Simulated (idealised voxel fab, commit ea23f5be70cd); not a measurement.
This is a process module. Its name is voxel transistor to metal.
Section cut is 160 nm wide and gridded with 5 nm square cells.
Cross-section = grid of square cells, listed top down in bands; band = one or more rows.
Heights first: top, then bottom, in nm. Then materials, left to right, each with a width in nm. "edge to edge" on a single material: fills the band edge to edge. "empty": empty space.
Note: height 0 marks the level under which the wafer is uniformly one material as received. Lowest band unbounded below, written "0 nm and below".
A two-number width, for instance "30..40", indicates that the width is equal to the first number in the top row of the band and to the second number in the bottom row, and that it changes by a constant amount per row of cells.
"nothing was modified" -> step changed no cross-section cell.
"Enclosed void listing": empty spaces of 8 cells or more with no open way to the top, each given as width x height at distance, distance from the left edge, all in nm.
Text after the settings on a step's line: the simulator's own remark on that step.
overlay nm: for a step with a mask, the amount by which the mask lay right of where it was planned; a negative amount means left of it.
### Process steps - plan
1: RECEIVE [material Si]
2: CONFORMAL_DEP [material SiO2] [thk nm 5]
3: CONFORMAL_DEP [material SiN] [thk nm 10]
4: MASKED_ETCH [tone cover] [mask id ACTIVE] [width nm 110] [etch materials SiN] [depth nm 10] [overlay nm 0]
5: MASKED_ETCH [tone cover] [mask id ACTIVE] [width nm 110] [etch materials SiO2] [depth nm 5] [overlay nm 0]
6: MASKED_ETCH [tone cover] [mask id ACTIVE] [width nm 110] [etch materials Si] [depth nm 35] [overlay nm 0]
7: OXIDIZE [depth nm 5]
8: FILL_DEP [material SiO2] [thk nm 5]
9: CMP [height nm 15]
10: SELECTIVE_ETCH [etch materials SiO2] [depth nm 10]
11: STRIP [etch materials SiN]
12: SELECTIVE_ETCH [etch materials SiO2] [depth nm 5]
13: OXIDIZE [depth nm 5]
14: DIRECTIONAL_DEP [material polySi] [thk nm 20]
15: DIRECTIONAL_DEP [material SiCN] [thk nm 10]
16: MASKED_ETCH [tone cover] [mask id GATE] [width nm 20] [etch materials SiCN] [depth nm 20] [overlay nm 0]
17: MASKED_ETCH [tone cover] [mask id GATE] [width nm 20] [etch materials polySi] [depth nm 30] [overlay nm 0]
18: CONFORMAL_DEP [material SiN] [thk nm 10]
19: DIRECTIONAL_ETCH [etch materials SiN] [depth nm 10]
20: DIRECTIONAL_ETCH [etch materials SiO2] [depth nm 5]
21: DIRECTIONAL_ETCH [etch materials Si] [depth nm 10]
22: EPI [material nSi] [thk nm 10]
23: FILL_DEP [material SiO2] [thk nm 10]
24: CMP [height nm 30]
25: DIRECTIONAL_DEP [material SiO2] [thk nm 15]
26: MASKED_ETCH [tone open] [mask id CONTACT] [width nm 30] [pitch nm 60] [etch materials SiO2] [depth nm 50] [overlay nm 0]
27: CONFORMAL_DEP [material TiN] [thk nm 5]
28: FILL_DEP [material W] [thk nm 10]
29: CMP [height nm 45]
30: DIRECTIONAL_DEP [material TiN] [thk nm 5]
31: DIRECTIONAL_DEP [material W] [thk nm 25]
32: PATTERN [tone cover] [mask id METAL_1] [material resist] [width nm 20] [pitch nm 70] [thk nm 15] [overlay nm 0]
33: DIRECTIONAL_ETCH [etch materials W] [depth nm 25]
34: DIRECTIONAL_ETCH [etch materials TiN] [depth nm 5]
35: STRIP [etch materials resist]
36: CONFORMAL_DEP [material SiCN] [thk nm 5]
37: FILL_DEP [material SiO2] [thk nm 5]
38: CMP [height nm 75]
39: CONFORMAL_DEP [material SiCN] [thk nm 5]
### The first of the two wafers, which ran as planned
### as received, after step 1
    0 nm and below | Si edge to edge
    Enclosed void listing: none
### Take a look at the wafer's cross-section after step 2
    5 nm to 0 nm | SiO2 edge to edge
    Lower than 0, everything is as it was.
### Take a look at the wafer's cross-section after step 3
    15 nm to 5 nm | SiN edge to edge
    Lower than 5, everything is as it was.
### Take a look at the wafer's cross-section after step 4
    15 nm to 5 nm | empty 25  SiN 110  empty 25
    Lower than 5, everything is as it was.
### Take a look at the wafer's cross-section after step 5
    15 nm to 5 nm | empty 25  SiN 110  empty 25
    5 nm to 0 nm | empty 25  SiO2 110  empty 25
    Lower than 0, everything is as it was.
### Take a look at the wafer's cross-section after step 6
    15 nm to 5 nm | empty 25  SiN 110  empty 25
    5 nm to 0 nm | empty 25  SiO2 110  empty 25
    0 nm to -35 nm | empty 25  Si 110  empty 25
    Lower than -35, everything is as it was.
### Take a look at the wafer's cross-section after step 7
    15 nm to 5 nm | empty 25  SiN 110  empty 25
    5 nm to 0 nm | empty 25  SiO2 110  empty 25
    0 nm to -35 nm | empty 25  SiO2 5  Si 100  SiO2 5  empty 25
    -35 nm to -40 nm | SiO2 30  Si 100  SiO2 30
    Lower than -40, everything is as it was.
### Take a look at the wafer's cross-section after step 8
    20 nm to 15 nm | SiO2 edge to edge
    15 nm to 5 nm | SiO2 25  SiN 110  SiO2 25
    5 nm to 0 nm | SiO2 edge to edge
    0 nm to -40 nm | SiO2 30  Si 100  SiO2 30
    Lower than -40, everything is as it was.
### Take a look at the wafer's cross-section after step 9
    15 nm to 5 nm | SiO2 25  SiN 110  SiO2 25
    Lower than 5, everything is as it was.
### Take a look at the wafer's cross-section after step 10
    15 nm to 5 nm | empty 25  SiN 110  empty 25
    Lower than 5, everything is as it was.
### Take a look at the wafer's cross-section after step 11
    5 nm to 0 nm | SiO2 edge to edge
    Lower than 0, everything is as it was.
### Take a look at the wafer's cross-section after step 12
    0 nm to -40 nm | SiO2 30  Si 100  SiO2 30
    Lower than -40, everything is as it was.
### Take a look at the wafer's cross-section after step 13
    0 nm to -5 nm | SiO2 edge to edge
    Lower than -5, everything is as it was.
### Take a look at the wafer's cross-section after step 14
    20 nm to 0 nm | polySi edge to edge
    Lower than 0, everything is as it was.
### Take a look at the wafer's cross-section after step 15
    30 nm to 20 nm | SiCN edge to edge
    Lower than 20, everything is as it was.
### Take a look at the wafer's cross-section after step 16
    30 nm to 20 nm | empty 70  SiCN 20  empty 70
    Lower than 20, everything is as it was.
### Take a look at the wafer's cross-section after step 17
    30 nm to 20 nm | empty 70  SiCN 20  empty 70
    20 nm to 0 nm | empty 70  polySi 20  empty 70
    Lower than 0, everything is as it was.
### Take a look at the wafer's cross-section after step 18
    40 nm to 30 nm | empty 60  SiN 40  empty 60
    30 nm to 20 nm | empty 60  SiN 10  SiCN 20  SiN 10  empty 60
    20 nm to 10 nm | empty 60  SiN 10  polySi 20  SiN 10  empty 60
    10 nm to 0 nm | SiN 70  polySi 20  SiN 70
    Lower than 0, everything is as it was.
### Take a look at the wafer's cross-section after step 19
    30 nm to 20 nm | empty 60  SiN 10  SiCN 20  SiN 10  empty 60
    20 nm to 0 nm | empty 60  SiN 10  polySi 20  SiN 10  empty 60
    Lower than 0, everything is as it was.
### Take a look at the wafer's cross-section after step 20
    30 nm to 20 nm | empty 60  SiN 10  SiCN 20  SiN 10  empty 60
    20 nm to 0 nm | empty 60  SiN 10  polySi 20  SiN 10  empty 60
    0 nm to -5 nm | empty 60  SiO2 40  empty 60
    Lower than -5, everything is as it was.
### Take a look at the wafer's cross-section after step 21
    30 nm to 20 nm | empty 60  SiN 10  SiCN 20  SiN 10  empty 60
    20 nm to 0 nm | empty 60  SiN 10  polySi 20  SiN 10  empty 60
    0 nm to -5 nm | empty 60  SiO2 40  empty 60
    -5 nm to -15 nm | SiO2 30  empty 30  Si 40  empty 30  SiO2 30
    Lower than -15, everything is as it was.
### Take a look at the wafer's cross-section after step 22
    30 nm to 20 nm | empty 60  SiN 10  SiCN 20  SiN 10  empty 60
    20 nm to 5 nm | empty 60  SiN 10  polySi 20  SiN 10  empty 60
    5 nm to 0 nm | empty 50  nSi 10  SiN 10  polySi 20  SiN 10  nSi 10  empty 50
    0 nm to -5 nm | empty 50  nSi 10  SiO2 40  nSi 10  empty 50
    -5 nm to -15 nm | SiO2 30  nSi 30  Si 40  nSi 30  SiO2 30
    Lower than -15, everything is as it was.
### Take a look at the wafer's cross-section after step 23
    40 nm to 30 nm | SiO2 edge to edge
    30 nm to 20 nm | SiO2 60  SiN 10  SiCN 20  SiN 10  SiO2 60
    20 nm to 5 nm | SiO2 60  SiN 10  polySi 20  SiN 10  SiO2 60
    5 nm to 0 nm | SiO2 50  nSi 10  SiN 10  polySi 20  SiN 10  nSi 10  SiO2 50
    0 nm to -5 nm | SiO2 50  nSi 10  SiO2 40  nSi 10  SiO2 50
    Lower than -5, everything is as it was.
### Take a look at the wafer's cross-section after step 24
    30 nm to 20 nm | SiO2 60  SiN 10  SiCN 20  SiN 10  SiO2 60
    Lower than 20, everything is as it was.
### Take a look at the wafer's cross-section after step 25
    45 nm to 30 nm | SiO2 edge to edge
    Lower than 30, everything is as it was.
### Take a look at the wafer's cross-section after step 26
    45 nm to 30 nm | SiO2 35  empty 30  SiO2 30  empty 30  SiO2 35
    30 nm to 20 nm | SiO2 35  empty 25  SiN 10  SiCN 20  SiN 10  empty 25  SiO2 35
    20 nm to 5 nm | SiO2 35  empty 25  SiN 10  polySi 20  SiN 10  empty 25  SiO2 35
    5 nm to 0 nm | SiO2 35  empty 15  nSi 10  SiN 10  polySi 20  SiN 10  nSi 10  empty 15  SiO2 35
    0 nm to -5 nm | SiO2 35  empty 15  nSi 10  SiO2 40  nSi 10  empty 15  SiO2 35
    Lower than -5, everything is as it was.
### Take a look at the wafer's cross-section after step 27
    50 nm to 45 nm | TiN 40  empty 20  TiN 40  empty 20  TiN 40
    45 nm to 35 nm | SiO2 35  TiN 5  empty 20  TiN 5  SiO2 30  TiN 5  empty 20  TiN 5  SiO2 35
    35 nm to 30 nm | SiO2 35  TiN 5  empty 15  TiN 10  SiO2 30  TiN 10  empty 15  TiN 5  SiO2 35
    30 nm to 20 nm | SiO2 35  TiN 5  empty 15  TiN 5  SiN 10  SiCN 20  SiN 10  TiN 5  empty 15  TiN 5  SiO2 35
    20 nm to 10 nm | SiO2 35  TiN 5  empty 15  TiN 5  SiN 10  polySi 20  SiN 10  TiN 5  empty 15  TiN 5  SiO2 35
    10 nm to 5 nm | SiO2 35  TiN 5  empty 5  TiN 15  SiN 10  polySi 20  SiN 10  TiN 15  empty 5  TiN 5  SiO2 35
    5 nm to 0 nm | SiO2 35  TiN 5  empty 5  TiN 5  nSi 10  SiN 10  polySi 20  SiN 10  nSi 10  TiN 5  empty 5  TiN 5  SiO2 35
    0 nm to -5 nm | SiO2 35  TiN 15  nSi 10  SiO2 40  nSi 10  TiN 15  SiO2 35
    Lower than -5, everything is as it was.
### Take a look at the wafer's cross-section after step 28
    60 nm to 50 nm | W edge to edge
    50 nm to 45 nm | TiN 40  W 20  TiN 40  W 20  TiN 40
    45 nm to 35 nm | SiO2 35  TiN 5  W 20  TiN 5  SiO2 30  TiN 5  W 20  TiN 5  SiO2 35
    35 nm to 30 nm | SiO2 35  TiN 5  W 15  TiN 10  SiO2 30  TiN 10  W 15  TiN 5  SiO2 35
    30 nm to 20 nm | SiO2 35  TiN 5  W 15  TiN 5  SiN 10  SiCN 20  SiN 10  TiN 5  W 15  TiN 5  SiO2 35
    20 nm to 10 nm | SiO2 35  TiN 5  W 15  TiN 5  SiN 10  polySi 20  SiN 10  TiN 5  W 15  TiN 5  SiO2 35
    10 nm to 5 nm | SiO2 35  TiN 5  W 5  TiN 15  SiN 10  polySi 20  SiN 10  TiN 15  W 5  TiN 5  SiO2 35
    5 nm to 0 nm | SiO2 35  TiN 5  W 5  TiN 5  nSi 10  SiN 10  polySi 20  SiN 10  nSi 10  TiN 5  W 5  TiN 5  SiO2 35
    Lower than 0, everything is as it was.
### Take a look at the wafer's cross-section after step 29
    45 nm to 35 nm | SiO2 35  TiN 5  W 20  TiN 5  SiO2 30  TiN 5  W 20  TiN 5  SiO2 35
    Lower than 35, everything is as it was.
### Take a look at the wafer's cross-section after step 30
    50 nm to 45 nm | TiN edge to edge
    Lower than 45, everything is as it was.
### Take a look at the wafer's cross-section after step 31
    75 nm to 50 nm | W edge to edge
    Lower than 50, everything is as it was.
### Take a look at the wafer's cross-section after step 32
    90 nm to 75 nm | empty 35  resist 20  empty 50  resist 20  empty 35
    Lower than 75, everything is as it was.
### Take a look at the wafer's cross-section after step 33
    90 nm to 75 nm | empty 35  resist 20  empty 50  resist 20  empty 35
    75 nm to 50 nm | empty 35  W 20  empty 50  W 20  empty 35
    Lower than 50, everything is as it was.
### Take a look at the wafer's cross-section after step 34
    90 nm to 75 nm | empty 35  resist 20  empty 50  resist 20  empty 35
    75 nm to 50 nm | empty 35  W 20  empty 50  W 20  empty 35
    50 nm to 45 nm | empty 35  TiN 20  empty 50  TiN 20  empty 35
    Lower than 45, everything is as it was.
### Take a look at the wafer's cross-section after step 35
    75 nm to 50 nm | empty 35  W 20  empty 50  W 20  empty 35
    Lower than 50, everything is as it was.
### Take a look at the wafer's cross-section after step 36
    80 nm to 75 nm | empty 30  SiCN 30  empty 40  SiCN 30  empty 30
    75 nm to 50 nm | empty 30  SiCN 5  W 20  SiCN 5  empty 40  SiCN 5  W 20  SiCN 5  empty 30
    50 nm to 45 nm | SiCN 35  TiN 20  SiCN 50  TiN 20  SiCN 35
    Lower than 45, everything is as it was.
### Take a look at the wafer's cross-section after step 37
    85 nm to 80 nm | SiO2 edge to edge
    80 nm to 75 nm | SiO2 30  SiCN 30  SiO2 40  SiCN 30  SiO2 30
    75 nm to 50 nm | SiO2 30  SiCN 5  W 20  SiCN 5  SiO2 40  SiCN 5  W 20  SiCN 5  SiO2 30
    Lower than 50, everything is as it was.
### Take a look at the wafer's cross-section after step 38
    75 nm to 50 nm | SiO2 30  SiCN 5  W 20  SiCN 5  SiO2 40  SiCN 5  W 20  SiCN 5  SiO2 30
    Lower than 50, everything is as it was.
### Take a look at the wafer's cross-section after step 39
    80 nm to 75 nm | SiCN edge to edge
    Lower than 75, everything is as it was.
### It is to be noted that the second wafer proceeded from the same initial state and according to the same plan as the first, although one mistake was committed in its execution; through step 15, inclusive, the two wafers share an identical history
### Here is the second wafer in cross-section at the point where step 16 of the plan should have been done
    30 nm to 20 nm | SiCN 70  empty 20  SiCN 70
    Lower than 20, everything is as it was.
Here is the second wafer in cross-section at the point where step 17 of the plan should have been done: nothing was modified
### Here is the second wafer in cross-section at the point where step 18 of the plan should have been done
    40 nm to 30 nm | SiN edge to edge
    30 nm to 20 nm | SiCN 70  SiN 20  SiCN 70
    Lower than 20, everything is as it was.
### Here is the second wafer in cross-section at the point where step 19 of the plan should have been done
    30 nm to 20 nm | SiCN 70  SiN 20  SiCN 70
    Lower than 20, everything is as it was.
Here is the second wafer in cross-section at the point where step 20 of the plan should have been done: nothing was modified
Here is the second wafer in cross-section at the point where step 21 of the plan should have been done: nothing was modified
Here is the second wafer in cross-section at the point where step 22 of the plan should have been done: nothing was modified
### Here is the second wafer in cross-section at the point where step 23 of the plan should have been done
    40 nm to 30 nm | SiO2 edge to edge
    Lower than 30, everything is as it was.
### Here is the second wafer in cross-section at the point where step 24 of the plan should have been done
    30 nm to 20 nm | SiCN 70  SiN 20  SiCN 70
    Lower than 20, everything is as it was.
### Here is the second wafer in cross-section at the point where step 25 of the plan should have been done
    45 nm to 30 nm | SiO2 edge to edge
    Lower than 30, everything is as it was.
### Here is the second wafer in cross-section at the point where step 26 of the plan should have been done
    45 nm to 30 nm | SiO2 35  empty 30  SiO2 30  empty 30  SiO2 35
    Lower than 30, everything is as it was.
### Here is the second wafer in cross-section at the point where step 27 of the plan should have been done
    50 nm to 45 nm | TiN 40  empty 20  TiN 40  empty 20  TiN 40
    45 nm to 35 nm | SiO2 35  TiN 5  empty 20  TiN 5  SiO2 30  TiN 5  empty 20  TiN 5  SiO2 35
    35 nm to 30 nm | SiO2 35  TiN 30  SiO2 30  TiN 30  SiO2 35
    Lower than 30, everything is as it was.
### Here is the second wafer in cross-section at the point where step 28 of the plan should have been done
    60 nm to 50 nm | W edge to edge
    50 nm to 45 nm | TiN 40  W 20  TiN 40  W 20  TiN 40
    45 nm to 35 nm | SiO2 35  TiN 5  W 20  TiN 5  SiO2 30  TiN 5  W 20  TiN 5  SiO2 35
    Lower than 35, everything is as it was.
### Here is the second wafer in cross-section at the point where step 29 of the plan should have been done
    45 nm to 35 nm | SiO2 35  TiN 5  W 20  TiN 5  SiO2 30  TiN 5  W 20  TiN 5  SiO2 35
    Lower than 35, everything is as it was.
### Here is the second wafer in cross-section at the point where step 30 of the plan should have been done
    50 nm to 45 nm | TiN edge to edge
    Lower than 45, everything is as it was.
### Here is the second wafer in cross-section at the point where step 31 of the plan should have been done
    75 nm to 50 nm | W edge to edge
    Lower than 50, everything is as it was.
### Here is the second wafer in cross-section at the point where step 32 of the plan should have been done
    90 nm to 75 nm | empty 35  resist 20  empty 50  resist 20  empty 35
    Lower than 75, everything is as it was.
### Here is the second wafer in cross-section at the point where step 33 of the plan should have been done
    90 nm to 75 nm | empty 35  resist 20  empty 50  resist 20  empty 35
    75 nm to 50 nm | empty 35  W 20  empty 50  W 20  empty 35
    Lower than 50, everything is as it was.
### Here is the second wafer in cross-section at the point where step 34 of the plan should have been done
    90 nm to 75 nm | empty 35  resist 20  empty 50  resist 20  empty 35
    75 nm to 50 nm | empty 35  W 20  empty 50  W 20  empty 35
    50 nm to 45 nm | empty 35  TiN 20  empty 50  TiN 20  empty 35
    Lower than 45, everything is as it was.
### Here is the second wafer in cross-section at the point where step 35 of the plan should have been done
    75 nm to 50 nm | empty 35  W 20  empty 50  W 20  empty 35
    Lower than 50, everything is as it was.
### Here is the second wafer in cross-section at the point where step 36 of the plan should have been done
    80 nm to 75 nm | empty 30  SiCN 30  empty 40  SiCN 30  empty 30
    75 nm to 50 nm | empty 30  SiCN 5  W 20  SiCN 5  empty 40  SiCN 5  W 20  SiCN 5  empty 30
    50 nm to 45 nm | SiCN 35  TiN 20  SiCN 50  TiN 20  SiCN 35
    Lower than 45, everything is as it was.
### Here is the second wafer in cross-section at the point where step 37 of the plan should have been done
    85 nm to 80 nm | SiO2 edge to edge
    80 nm to 75 nm | SiO2 30  SiCN 30  SiO2 40  SiCN 30  SiO2 30
    75 nm to 50 nm | SiO2 30  SiCN 5  W 20  SiCN 5  SiO2 40  SiCN 5  W 20  SiCN 5  SiO2 30
    Lower than 50, everything is as it was.
### Here is the second wafer in cross-section at the point where step 38 of the plan should have been done
    75 nm to 50 nm | SiO2 30  SiCN 5  W 20  SiCN 5  SiO2 40  SiCN 5  W 20  SiCN 5  SiO2 30
    Lower than 50, everything is as it was.
### Here is the second wafer in cross-section at the point where step 39 of the plan should have been done
    80 nm to 75 nm | SiCN edge to edge
    Lower than 75, everything is as it was.
Misprocessing identified: step 16, actual vs plan mismatch, actual run MASKED_ETCH [tone open] [mask id GATE] [width nm 20] [etch materials SiCN] [depth nm 20] [overlay nm 0]
Heads up, by the end the second wafer has more or fewer cells of some materials compared to the first: Si +24 | SiCN +48 | SiN -16 | SiO2 -74 | TiN -28 | W -34 | nSi -32 | polySi +112
